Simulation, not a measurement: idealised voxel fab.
Process module under the name voxel transistor to metal
It is cross-section cut that appears here, measuring 205 nm in width, its square cells being 5 nm in size.
Throughout this document, each cross-section is represented as a grid of square cells and is presented as a sequence of bands enumerated from the top downward, where a band comprises one or more rows of cells.
For a band, the entry starts with two heights in nm, that of the top and then that of the bottom, and carries on with the band's materials in order from left to right, each alongside its width in nm; the word "all across" beside a single material means it fills the band edge to edge, and "blank" means empty space.
The reference from which all heights are counted is 0, the level beneath which the as-received wafer is entirely one material; the lowest band, having no lower bound, proceeds downward and is written after the example "0..down".
Read "30..40" as a graded width: first number on top, second number at the bottom, same change between each pair of neighbouring rows.
Where a step carries "changes: none", the cross-section came out of it unchanged, cell for cell.
The label "Trapped cavities" introduces a list of the empty spaces, 8 cells or larger, that have no open way up to the top; each entry in it reads width x height at distance, where the distance is taken from the left edge and all three are stated in nm.
If you see something after the settings on a step's line, that's the simulator's own remark about that step.
The line of a step may include "overlay nm". On a step with a mask, this value is how far to the right of its planned place the mask lay. A negative value means the mask lay to the left.
**The process steps that were planned are listed below**
1) RECEIVE (material Si)
2) OXIDIZE (depth nm 5)
3) CONFORMAL_DEP (material SiN; thk nm 15)
4) PATTERN (tone cover; mask id ACTIVE; material resist; width nm 100; thk nm 15; overlay nm 0)
5) DIRECTIONAL_ETCH (etch materials SiN; depth nm 15)
6) DIRECTIONAL_ETCH (etch materials SiO2; depth nm 5)
7) DIRECTIONAL_ETCH (etch materials Si; depth nm 30)
8) STRIP (etch materials resist)
9) OXIDIZE (depth nm 5)
10) FILL_DEP (material SiO2; thk nm 10)
11) CMP (height nm 15)
12) SELECTIVE_ETCH (etch materials SiO2; depth nm 5)
13) STRIP (etch materials SiN)
14) SELECTIVE_ETCH (etch materials SiO2; depth nm 5)
15) OXIDIZE (depth nm 5)
16) DIRECTIONAL_DEP (material polySi; thk nm 30)
17) DIRECTIONAL_DEP (material SiCN; thk nm 15)
18) MASKED_ETCH (tone cover; mask id GATE; width nm 20; etch materials SiCN; depth nm 25; overlay nm 0)
19) MASKED_ETCH (tone cover; mask id GATE; width nm 20; etch materials polySi; depth nm 40; overlay nm 0)
20) CONFORMAL_DEP (material SiN; thk nm 10)
21) DIRECTIONAL_ETCH (etch materials SiN; depth nm 10)
22) DIRECTIONAL_ETCH (etch materials SiO2; depth nm 5)
23) DIRECTIONAL_ETCH (etch materials Si; depth nm 10)
24) EPI (material SiGe; thk nm 15)
25) FILL_DEP (material SiO2; thk nm 10)
26) CMP (height nm 40)
27) DIRECTIONAL_DEP (material SiO2; thk nm 10)
28) PATTERN (tone open; mask id CONTACT; material resist; width nm 20; pitch nm 70; thk nm 15; overlay nm 0)
29) DIRECTIONAL_ETCH (etch materials SiO2; depth nm 55)
30) STRIP (etch materials resist)
31) CONFORMAL_DEP (material TiN; thk nm 5)
32) FILL_DEP (material W; thk nm 10)
33) CMP (height nm 50)
34) DIRECTIONAL_DEP (material TiN; thk nm 5)
35) DIRECTIONAL_DEP (material Ru; thk nm 25)
36) MASKED_ETCH (tone cover; mask id METAL_1; width nm 20; pitch nm 70; etch materials Ru; depth nm 25; overlay nm 0)
37) MASKED_ETCH (tone cover; mask id METAL_1; width nm 20; pitch nm 70; etch materials TiN; depth nm 5; overlay nm 0)
38) FILL_DEP (material SiO2; thk nm 5)
39) CMP (height nm 80)
40) CONFORMAL_DEP (material SiN; thk nm 5)
**What follows covers the first of two wafers; it ran as planned**
**As-received state of the wafer in cross-section, equivalent to post-step 1**
- 0..down = Si all across
- Trapped cavities: none
**Cross-section: wafer state after step 2**
- 0..-5 = SiO2 all across
- below -5: unchanged
**Cross-section: wafer state after step 3**
- 15..0 = SiN all across
- below 0: unchanged
**Cross-section: wafer state after step 4**
- 30..15 = 50 of blank, 100 of resist, 55 of blank
- below 15: unchanged
**Cross-section: wafer state after step 5**
- 30..15 = 50 of blank, 100 of resist, 55 of blank
- 15..0 = 50 of blank, 100 of SiN, 55 of blank
- below 0: unchanged
**Cross-section: wafer state after step 6**
- 30..15 = 50 of blank, 100 of resist, 55 of blank
- 15..0 = 50 of blank, 100 of SiN, 55 of blank
- 0..-5 = 50 of blank, 100 of SiO2, 55 of blank
- below -5: unchanged
**Cross-section: wafer state after step 7**
- 30..15 = 50 of blank, 100 of resist, 55 of blank
- 15..0 = 50 of blank, 100 of SiN, 55 of blank
- 0..-5 = 50 of blank, 100 of SiO2, 55 of blank
- -5..-35 = 50 of blank, 100 of Si, 55 of blank
- below -35: unchanged
**Cross-section: wafer state after step 8**
- 15..0 = 50 of blank, 100 of SiN, 55 of blank
- below 0: unchanged
**Cross-section: wafer state after step 9**
- 15..0 = 50 of blank, 100 of SiN, 55 of blank
- 0..-5 = 50 of blank, 100 of SiO2, 55 of blank
- -5..-35 = 50 of blank, 5 of SiO2, 90 of Si, 5 of SiO2, 55 of blank
- -35..-40 = 55 of SiO2, 90 of Si, 60 of SiO2
- below -40: unchanged
**Cross-section: wafer state after step 10**
- 25..15 = SiO2 all across
- 15..0 = 50 of SiO2, 100 of SiN, 55 of SiO2
- 0..-5 = SiO2 all across
- -5..-40 = 55 of SiO2, 90 of Si, 60 of SiO2
- below -40: unchanged
**Cross-section: wafer state after step 11**
- 15..0 = 50 of SiO2, 100 of SiN, 55 of SiO2
- below 0: unchanged
**Cross-section: wafer state after step 12**
- 15..10 = 50 of blank, 100 of SiN, 55 of blank
- below 10: unchanged
**Cross-section: wafer state after step 13**
- 10..0 = 50 of SiO2, 100 of blank, 55 of SiO2
- below 0: unchanged
**Cross-section: wafer state after step 14**
- 5..-5 = 45 of SiO2, 110 of blank, 50 of SiO2
- below -5: unchanged
**Cross-section: wafer state after step 15**
- 5..-5 = 45 of SiO2, 110 of blank, 50 of SiO2
- -5..-10 = SiO2 all across
- below -10: unchanged
**Cross-section: wafer state after step 16**
- 35..25 = 45 of polySi, 110 of blank, 50 of polySi
- 25..5 = polySi all across
- 5..-5 = 45 of SiO2, 110 of polySi, 50 of SiO2
- below -5: unchanged
**Cross-section: wafer state after step 17**
- 50..40 = 45 of SiCN, 110 of blank, 50 of SiCN
- 40..35 = SiCN all across
- 35..25 = 45 of polySi, 110 of SiCN, 50 of polySi
- below 25: unchanged
**Cross-section: wafer state after step 18**
- 40..35 = 90 of blank, 20 of SiCN, 95 of blank
- 35..25 = 45 of polySi, 45 of blank, 20 of SiCN, 45 of blank, 50 of polySi
- below 25: unchanged
**Cross-section: wafer state after step 19**
- 40..25 = 90 of blank, 20 of SiCN, 95 of blank
- 25..5 = 90 of blank, 20 of polySi, 95 of blank
- 5..-5 = 45 of SiO2, 45 of blank, 20 of polySi, 45 of blank, 50 of SiO2
- below -5: unchanged
**Cross-section: wafer state after step 20**
- 50..40 = 80 of blank, 40 of SiN, 85 of blank
- 40..25 = 80 of blank, 10 of SiN, 20 of SiCN, 10 of SiN, 85 of blank
- 25..15 = 80 of blank, 10 of SiN, 20 of polySi, 10 of SiN, 85 of blank
- 15..5 = 55 of SiN, 25 of blank, 10 of SiN, 20 of polySi, 10 of SiN, 25 of blank, 60 of SiN
- 5..-5 = 45 of SiO2, 45 of SiN, 20 of polySi, 45 of SiN, 50 of SiO2
- below -5: unchanged
**Cross-section: wafer state after step 21**
- 40..25 = 80 of blank, 10 of SiN, 20 of SiCN, 10 of SiN, 85 of blank
- 25..5 = 80 of blank, 10 of SiN, 20 of polySi, 10 of SiN, 85 of blank
- 5..-5 = 45 of SiO2, 10 of SiN, 25 of blank, 10 of SiN, 20 of polySi, 10 of SiN, 25 of blank, 10 of SiN, 50 of SiO2
- below -5: unchanged
**Cross-section: wafer state after step 22**
- 40..25 = 80 of blank, 10 of SiN, 20 of SiCN, 10 of SiN, 85 of blank
- 25..5 = 80 of blank, 10 of SiN, 20 of polySi, 10 of SiN, 85 of blank
- 5..0 = 45 of blank, 10 of SiN, 25 of blank, 10 of SiN, 20 of polySi, 10 of SiN, 25 of blank, 10 of SiN, 50 of blank
- 0..-5 = 45 of SiO2, 10 of SiN, 25 of blank, 10 of SiN, 20 of polySi, 10 of SiN, 25 of blank, 10 of SiN, 50 of SiO2
- -5..-10 = 55 of SiO2, 25 of blank, 40 of SiO2, 25 of blank, 60 of SiO2
- below -10: unchanged
**Cross-section: wafer state after step 23**
- 40..25 = 80 of blank, 10 of SiN, 20 of SiCN, 10 of SiN, 85 of blank
- 25..5 = 80 of blank, 10 of SiN, 20 of polySi, 10 of SiN, 85 of blank
- 5..0 = 45 of blank, 10 of SiN, 25 of blank, 10 of SiN, 20 of polySi, 10 of SiN, 25 of blank, 10 of SiN, 50 of blank
- 0..-5 = 45 of SiO2, 10 of SiN, 25 of blank, 10 of SiN, 20 of polySi, 10 of SiN, 25 of blank, 10 of SiN, 50 of SiO2
- -5..-10 = 55 of SiO2, 25 of blank, 40 of SiO2, 25 of blank, 60 of SiO2
- -10..-20 = 55 of SiO2, 25 of blank, 40 of Si, 25 of blank, 60 of SiO2
- below -20: unchanged
**Cross-section: wafer state after step 24**
- 40..25 = 80 of blank, 10 of SiN, 20 of SiCN, 10 of SiN, 85 of blank
- 25..5 = 80 of blank, 10 of SiN, 20 of polySi, 10 of SiN, 85 of blank
- 5..0 = 45 of blank, 10 of SiN, 10 of blank, 15 of SiGe, 10 of SiN, 20 of polySi, 10 of SiN, 15 of SiGe, 10 of blank, 10 of SiN, 50 of blank
- 0..-5 = 45 of SiO2, 10 of SiN, 10 of blank, 15 of SiGe, 10 of SiN, 20 of polySi, 10 of SiN, 15 of SiGe, 10 of blank, 10 of SiN, 50 of SiO2
- -5..-10 = 55 of SiO2, 25 of SiGe, 40 of SiO2, 25 of SiGe, 60 of SiO2
- -10..-20 = 55 of SiO2, 25 of SiGe, 40 of Si, 25 of SiGe, 60 of SiO2
- below -20: unchanged
**Cross-section: wafer state after step 25**
- 50..40 = SiO2 all across
- 40..25 = 80 of SiO2, 10 of SiN, 20 of SiCN, 10 of SiN, 85 of SiO2
- 25..5 = 80 of SiO2, 10 of SiN, 20 of polySi, 10 of SiN, 85 of SiO2
- 5..-5 = 45 of SiO2, 10 of SiN, 10 of SiO2, 15 of SiGe, 10 of SiN, 20 of polySi, 10 of SiN, 15 of SiGe, 10 of SiO2, 10 of SiN, 50 of SiO2
- below -5: unchanged
**Cross-section: wafer state after step 26**
- 40..25 = 80 of SiO2, 10 of SiN, 20 of SiCN, 10 of SiN, 85 of SiO2
- below 25: unchanged
**Cross-section: wafer state after step 27**
- 50..40 = SiO2 all across
- below 40: unchanged
**Cross-section: wafer state after step 28**
- 65..50 = 55 of resist, 20 of blank, 50 of resist, 20 of blank, 60 of resist
- below 50: unchanged
**Cross-section: wafer state after step 29**
- 65..50 = 55 of resist, 20 of blank, 50 of resist, 20 of blank, 60 of resist
- 50..40 = 55 of SiO2, 20 of blank, 50 of SiO2, 20 of blank, 60 of SiO2
- 40..25 = 55 of SiO2, 20 of blank, 5 of SiO2, 10 of SiN, 20 of SiCN, 10 of SiN, 5 of SiO2, 20 of blank, 60 of SiO2
- 25..5 = 55 of SiO2, 20 of blank, 5 of SiO2, 10 of SiN, 20 of polySi, 10 of SiN, 5 of SiO2, 20 of blank, 60 of SiO2
- 5..-5 = 45 of SiO2, 10 of SiN, 10 of blank, 15 of SiGe, 10 of SiN, 20 of polySi, 10 of SiN, 15 of SiGe, 10 of blank, 10 of SiN, 50 of SiO2
- below -5: unchanged
**Cross-section: wafer state after step 30**
- 50..40 = 55 of SiO2, 20 of blank, 50 of SiO2, 20 of blank, 60 of SiO2
- below 40: unchanged
**Cross-section: wafer state after step 31**
- 55..50 = 60 of TiN, 10 of blank, 60 of TiN, 10 of blank, 65 of TiN
- 50..40 = 55 of SiO2, 5 of TiN, 10 of blank, 5 of TiN, 50 of SiO2, 5 of TiN, 10 of blank, 5 of TiN, 60 of SiO2
- 40..25 = 55 of SiO2, 5 of TiN, 10 of blank, 5 of TiN, 5 of SiO2, 10 of SiN, 20 of SiCN, 10 of SiN, 5 of SiO2, 5 of TiN, 10 of blank, 5 of TiN, 60 of SiO2
- 25..10 = 55 of SiO2, 5 of TiN, 10 of blank, 5 of TiN, 5 of SiO2, 10 of SiN, 20 of polySi, 10 of SiN, 5 of SiO2, 5 of TiN, 10 of blank, 5 of TiN, 60 of SiO2
- 10..5 = 55 of SiO2, 20 of TiN, 5 of SiO2, 10 of SiN, 20 of polySi, 10 of SiN, 5 of SiO2, 20 of TiN, 60 of SiO2
- 5..-5 = 45 of SiO2, 10 of SiN, 10 of TiN, 15 of SiGe, 10 of SiN, 20 of polySi, 10 of SiN, 15 of SiGe, 10 of TiN, 10 of SiN, 50 of SiO2
- below -5: unchanged
**Cross-section: wafer state after step 32**
- 65..55 = W all across
- 55..50 = 60 of TiN, 10 of W, 60 of TiN, 10 of W, 65 of TiN
- 50..40 = 55 of SiO2, 5 of TiN, 10 of W, 5 of TiN, 50 of SiO2, 5 of TiN, 10 of W, 5 of TiN, 60 of SiO2
- 40..25 = 55 of SiO2, 5 of TiN, 10 of W, 5 of TiN, 5 of SiO2, 10 of SiN, 20 of SiCN, 10 of SiN, 5 of SiO2, 5 of TiN, 10 of W, 5 of TiN, 60 of SiO2
- 25..10 = 55 of SiO2, 5 of TiN, 10 of W, 5 of TiN, 5 of SiO2, 10 of SiN, 20 of polySi, 10 of SiN, 5 of SiO2, 5 of TiN, 10 of W, 5 of TiN, 60 of SiO2
- below 10: unchanged
**Cross-section: wafer state after step 33**
- 50..40 = 55 of SiO2, 5 of TiN, 10 of W, 5 of TiN, 50 of SiO2, 5 of TiN, 10 of W, 5 of TiN, 60 of SiO2
- below 40: unchanged
**Cross-section: wafer state after step 34**
- 55..50 = TiN all across
- below 50: unchanged
**Cross-section: wafer state after step 35**
- 80..55 = Ru all across
- below 55: unchanged
**Cross-section: wafer state after step 36**
- 80..55 = 55 of blank, 20 of Ru, 50 of blank, 20 of Ru, 60 of blank
- below 55: unchanged
**Cross-section: wafer state after step 37**
- 80..55 = 55 of blank, 20 of Ru, 50 of blank, 20 of Ru, 60 of blank
- 55..50 = 55 of blank, 20 of TiN, 50 of blank, 20 of TiN, 60 of blank
- below 50: unchanged
**Cross-section: wafer state after step 38**
- 85..80 = SiO2 all across
- 80..55 = 55 of SiO2, 20 of Ru, 50 of SiO2, 20 of Ru, 60 of SiO2
- 55..50 = 55 of SiO2, 20 of TiN, 50 of SiO2, 20 of TiN, 60 of SiO2
- below 50: unchanged
**Cross-section: wafer state after step 39**
- 80..55 = 55 of SiO2, 20 of Ru, 50 of SiO2, 20 of Ru, 60 of SiO2
- below 55: unchanged
**Cross-section: wafer state after step 40**
- 85..80 = SiN all across
- below 80: unchanged
**Wafer two. Same start, same plan, one slip in execution. Same as wafer one through step 3, inclusive**
**Cross-section of the second wafer at the time step 4 of the plan should have ended**
- 30..15 = 50 of resist, 100 of blank, 55 of resist
- below 15: unchanged
**Cross-section of the second wafer at the time step 5 of the plan should have ended**
- 30..15 = 50 of resist, 100 of blank, 55 of resist
- 15..0 = 50 of SiN, 100 of blank, 55 of SiN
- below 0: unchanged
**Cross-section of the second wafer at the time step 6 of the plan should have ended**
- 30..15 = 50 of resist, 100 of blank, 55 of resist
- 15..0 = 50 of SiN, 100 of blank, 55 of SiN
- 0..-5 = 50 of SiO2, 100 of blank, 55 of SiO2
- below -5: unchanged
**Cross-section of the second wafer at the time step 7 of the plan should have ended**
- 30..15 = 50 of resist, 100 of blank, 55 of resist
- 15..0 = 50 of SiN, 100 of blank, 55 of SiN
- 0..-5 = 50 of SiO2, 100 of blank, 55 of SiO2
- -5..-35 = 50 of Si, 100 of blank, 55 of Si
- below -35: unchanged
**Cross-section of the second wafer at the time step 8 of the plan should have ended**
- 15..0 = 50 of SiN, 100 of blank, 55 of SiN
- below 0: unchanged
**Cross-section of the second wafer at the time step 9 of the plan should have ended**
- 15..0 = 50 of SiN, 100 of blank, 55 of SiN
- 0..-5 = 50 of SiO2, 100 of blank, 55 of SiO2
- -5..-35 = 45 of Si, 5 of SiO2, 100 of blank, 5 of SiO2, 50 of Si
- -35..-40 = 45 of Si, 110 of SiO2, 50 of Si
- below -40: unchanged
**Cross-section of the second wafer at the time step 10 of the plan should have ended**
- 25..15 = SiO2 all across
- 15..0 = 50 of SiN, 100 of SiO2, 55 of SiN
- 0..-5 = SiO2 all across
- -5..-40 = 45 of Si, 110 of SiO2, 50 of Si
- below -40: unchanged
**Cross-section of the second wafer at the time step 11 of the plan should have ended**
- 15..0 = 50 of SiN, 100 of SiO2, 55 of SiN
- below 0: unchanged
**Cross-section of the second wafer at the time step 12 of the plan should have ended**
- 15..10 = 50 of SiN, 100 of blank, 55 of SiN
- below 10: unchanged
**Cross-section of the second wafer at the time step 13 of the plan should have ended**
- 10..0 = 50 of blank, 100 of SiO2, 55 of blank
- below 0: unchanged
**Cross-section of the second wafer at the time step 14 of the plan should have ended**
- 5..-5 = 55 of blank, 90 of SiO2, 60 of blank
- below -5: unchanged
**Cross-section of the second wafer at the time step 15 of the plan should have ended**
- 5..-5 = 55 of blank, 90 of SiO2, 60 of blank
- -5..-10 = SiO2 all across
- below -10: unchanged
**Cross-section of the second wafer at the time step 16 of the plan should have ended**
- 35..25 = 55 of blank, 90 of polySi, 60 of blank
- 25..5 = polySi all across
- 5..-5 = 55 of polySi, 90 of SiO2, 60 of polySi
- below -5: unchanged
**Cross-section of the second wafer at the time step 17 of the plan should have ended**
- 50..40 = 55 of blank, 90 of SiCN, 60 of blank
- 40..35 = SiCN all across
- 35..25 = 55 of SiCN, 90 of polySi, 60 of SiCN
- below 25: unchanged
**Cross-section of the second wafer at the time step 18 of the plan should have ended**
- 50..35 = 90 of blank, 20 of SiCN, 95 of blank
- 35..25 = 55 of blank, 90 of polySi, 60 of blank
- below 25: unchanged
**Cross-section of the second wafer at the time step 19 of the plan should have ended**
- 50..35 = 90 of blank, 20 of SiCN, 95 of blank
- 35..5 = 90 of blank, 20 of polySi, 95 of blank
- 5..-5 = 55 of blank, 90 of SiO2, 60 of blank
- below -5: unchanged
**Cross-section of the second wafer at the time step 20 of the plan should have ended**
- 60..50 = 80 of blank, 40 of SiN, 85 of blank
- 50..35 = 80 of blank, 10 of SiN, 20 of SiCN, 10 of SiN, 85 of blank
- 35..15 = 80 of blank, 10 of SiN, 20 of polySi, 10 of SiN, 85 of blank
- 15..5 = 45 of blank, 45 of SiN, 20 of polySi, 45 of SiN, 50 of blank
- 5..-5 = 55 of SiN, 90 of SiO2, 60 of SiN
- below -5: unchanged
**Cross-section of the second wafer at the time step 21 of the plan should have ended**
- 50..35 = 80 of blank, 10 of SiN, 20 of SiCN, 10 of SiN, 85 of blank
- 35..5 = 80 of blank, 10 of SiN, 20 of polySi, 10 of SiN, 85 of blank
- 5..-5 = 45 of blank, 10 of SiN, 90 of SiO2, 10 of SiN, 50 of blank
- below -5: unchanged
**Cross-section of the second wafer at the time step 22 of the plan should have ended**
- 50..35 = 80 of blank, 10 of SiN, 20 of SiCN, 10 of SiN, 85 of blank
- 35..5 = 80 of blank, 10 of SiN, 20 of polySi, 10 of SiN, 85 of blank
- 5..0 = 45 of blank, 10 of SiN, 25 of blank, 40 of SiO2, 25 of blank, 10 of SiN, 50 of blank
- 0..-5 = 45 of blank, 10 of SiN, 90 of SiO2, 10 of SiN, 50 of blank
- -5..-10 = 45 of blank, 110 of SiO2, 50 of blank
- below -10: unchanged
**Cross-section of the second wafer at the time step 23 of the plan should have ended**
- 50..35 = 80 of blank, 10 of SiN, 20 of SiCN, 10 of SiN, 85 of blank
- 35..5 = 80 of blank, 10 of SiN, 20 of polySi, 10 of SiN, 85 of blank
- 5..0 = 45 of blank, 10 of SiN, 25 of blank, 40 of SiO2, 25 of blank, 10 of SiN, 50 of blank
- 0..-5 = 45 of blank, 10 of SiN, 90 of SiO2, 10 of SiN, 50 of blank
- -5..-20 = 45 of blank, 110 of SiO2, 50 of blank
- below -20: unchanged
**Cross-section of the second wafer at the time step 24 of the plan should have ended**
- 50..35 = 80 of blank, 10 of SiN, 20 of SiCN, 10 of SiN, 85 of blank
- 35..5 = 80 of blank, 10 of SiN, 20 of polySi, 10 of SiN, 85 of blank
- 5..0 = 45 of blank, 10 of SiN, 25 of blank, 40 of SiO2, 25 of blank, 10 of SiN, 50 of blank
- 0..-5 = 45 of blank, 10 of SiN, 90 of SiO2, 10 of SiN, 50 of blank
- -5..-20 = 45 of SiGe, 110 of SiO2, 50 of SiGe
- below -20: unchanged
**Cross-section of the second wafer at the time step 25 of the plan should have ended**
- 60..50 = SiO2 all across
- 50..35 = 80 of SiO2, 10 of SiN, 20 of SiCN, 10 of SiN, 85 of SiO2
- 35..5 = 80 of SiO2, 10 of SiN, 20 of polySi, 10 of SiN, 85 of SiO2
- 5..-5 = 45 of SiO2, 10 of SiN, 90 of SiO2, 10 of SiN, 50 of SiO2
- below -5: unchanged
**Cross-section of the second wafer at the time step 26 of the plan should have ended**
- 40..35 = 80 of SiO2, 10 of SiN, 20 of SiCN, 10 of SiN, 85 of SiO2
- below 35: unchanged
**Cross-section of the second wafer at the time step 27 of the plan should have ended**
- 50..40 = SiO2 all across
- below 40: unchanged
**Cross-section of the second wafer at the time step 28 of the plan should have ended**
- 65..50 = 55 of resist, 20 of blank, 50 of resist, 20 of blank, 60 of resist
- below 50: unchanged
**Cross-section of the second wafer at the time step 29 of the plan should have ended**
- 65..50 = 55 of resist, 20 of blank, 50 of resist, 20 of blank, 60 of resist
- 50..40 = 55 of SiO2, 20 of blank, 50 of SiO2, 20 of blank, 60 of SiO2
- 40..35 = 55 of SiO2, 20 of blank, 5 of SiO2, 10 of SiN, 20 of SiCN, 10 of SiN, 5 of SiO2, 20 of blank, 60 of SiO2
- 35..5 = 55 of SiO2, 20 of blank, 5 of SiO2, 10 of SiN, 20 of polySi, 10 of SiN, 5 of SiO2, 20 of blank, 60 of SiO2
- 5..-5 = 45 of SiO2, 10 of SiN, 20 of blank, 50 of SiO2, 20 of blank, 10 of SiN, 50 of SiO2
- below -5: unchanged
**Cross-section of the second wafer at the time step 30 of the plan should have ended**
- 50..40 = 55 of SiO2, 20 of blank, 50 of SiO2, 20 of blank, 60 of SiO2
- below 40: unchanged
**Cross-section of the second wafer at the time step 31 of the plan should have ended**
- 55..50 = 60 of TiN, 10 of blank, 60 of TiN, 10 of blank, 65 of TiN
- 50..40 = 55 of SiO2, 5 of TiN, 10 of blank, 5 of TiN, 50 of SiO2, 5 of TiN, 10 of blank, 5 of TiN, 60 of SiO2
- 40..35 = 55 of SiO2, 5 of TiN, 10 of blank, 5 of TiN, 5 of SiO2, 10 of SiN, 20 of SiCN, 10 of SiN, 5 of SiO2, 5 of TiN, 10 of blank, 5 of TiN, 60 of SiO2
- 35..5 = 55 of SiO2, 5 of TiN, 10 of blank, 5 of TiN, 5 of SiO2, 10 of SiN, 20 of polySi, 10 of SiN, 5 of SiO2, 5 of TiN, 10 of blank, 5 of TiN, 60 of SiO2
- 5..0 = 45 of SiO2, 10 of SiN, 5 of TiN, 10 of blank, 5 of TiN, 50 of SiO2, 5 of TiN, 10 of blank, 5 of TiN, 10 of SiN, 50 of SiO2
- 0..-5 = 45 of SiO2, 10 of SiN, 20 of TiN, 50 of SiO2, 20 of TiN, 10 of SiN, 50 of SiO2
- below -5: unchanged
**Cross-section of the second wafer at the time step 32 of the plan should have ended**
- 65..55 = W all across
- 55..50 = 60 of TiN, 10 of W, 60 of TiN, 10 of W, 65 of TiN
- 50..40 = 55 of SiO2, 5 of TiN, 10 of W, 5 of TiN, 50 of SiO2, 5 of TiN, 10 of W, 5 of TiN, 60 of SiO2
- 40..35 = 55 of SiO2, 5 of TiN, 10 of W, 5 of TiN, 5 of SiO2, 10 of SiN, 20 of SiCN, 10 of SiN, 5 of SiO2, 5 of TiN, 10 of W, 5 of TiN, 60 of SiO2
- 35..5 = 55 of SiO2, 5 of TiN, 10 of W, 5 of TiN, 5 of SiO2, 10 of SiN, 20 of polySi, 10 of SiN, 5 of SiO2, 5 of TiN, 10 of W, 5 of TiN, 60 of SiO2
- 5..0 = 45 of SiO2, 10 of SiN, 5 of TiN, 10 of W, 5 of TiN, 50 of SiO2, 5 of TiN, 10 of W, 5 of TiN, 10 of SiN, 50 of SiO2
- below 0: unchanged
**Cross-section of the second wafer at the time step 33 of the plan should have ended**
- 50..40 = 55 of SiO2, 5 of TiN, 10 of W, 5 of TiN, 50 of SiO2, 5 of TiN, 10 of W, 5 of TiN, 60 of SiO2
- below 40: unchanged
**Cross-section of the second wafer at the time step 34 of the plan should have ended**
- 55..50 = TiN all across
- below 50: unchanged
**Cross-section of the second wafer at the time step 35 of the plan should have ended**
- 80..55 = Ru all across
- below 55: unchanged
**Cross-section of the second wafer at the time step 36 of the plan should have ended**
- 80..55 = 55 of blank, 20 of Ru, 50 of blank, 20 of Ru, 60 of blank
- below 55: unchanged
**Cross-section of the second wafer at the time step 37 of the plan should have ended**
- 80..55 = 55 of blank, 20 of Ru, 50 of blank, 20 of Ru, 60 of blank
- 55..50 = 55 of blank, 20 of TiN, 50 of blank, 20 of TiN, 60 of blank
- below 50: unchanged
**Cross-section of the second wafer at the time step 38 of the plan should have ended**
- 85..80 = SiO2 all across
- 80..55 = 55 of SiO2, 20 of Ru, 50 of SiO2, 20 of Ru, 60 of SiO2
- 55..50 = 55 of SiO2, 20 of TiN, 50 of SiO2, 20 of TiN, 60 of SiO2
- below 50: unchanged
**Cross-section of the second wafer at the time step 39 of the plan should have ended**
- 80..55 = 55 of SiO2, 20 of Ru, 50 of SiO2, 20 of Ru, 60 of SiO2
- below 55: unchanged
**Cross-section of the second wafer at the time step 40 of the plan should have ended**
- 85..80 = SiN all across
- below 80: unchanged
Finding, execution versus plan: step 4 ran as: PATTERN (tone open; mask id ACTIVE; material resist; width nm 100; thk nm 15; overlay nm 0)
Wafer comparison, final, in cells, second relative to first, materials more or fewer: Si -12; SiCN -8; SiGe +15; SiN -8; SiO2 +5; W +8
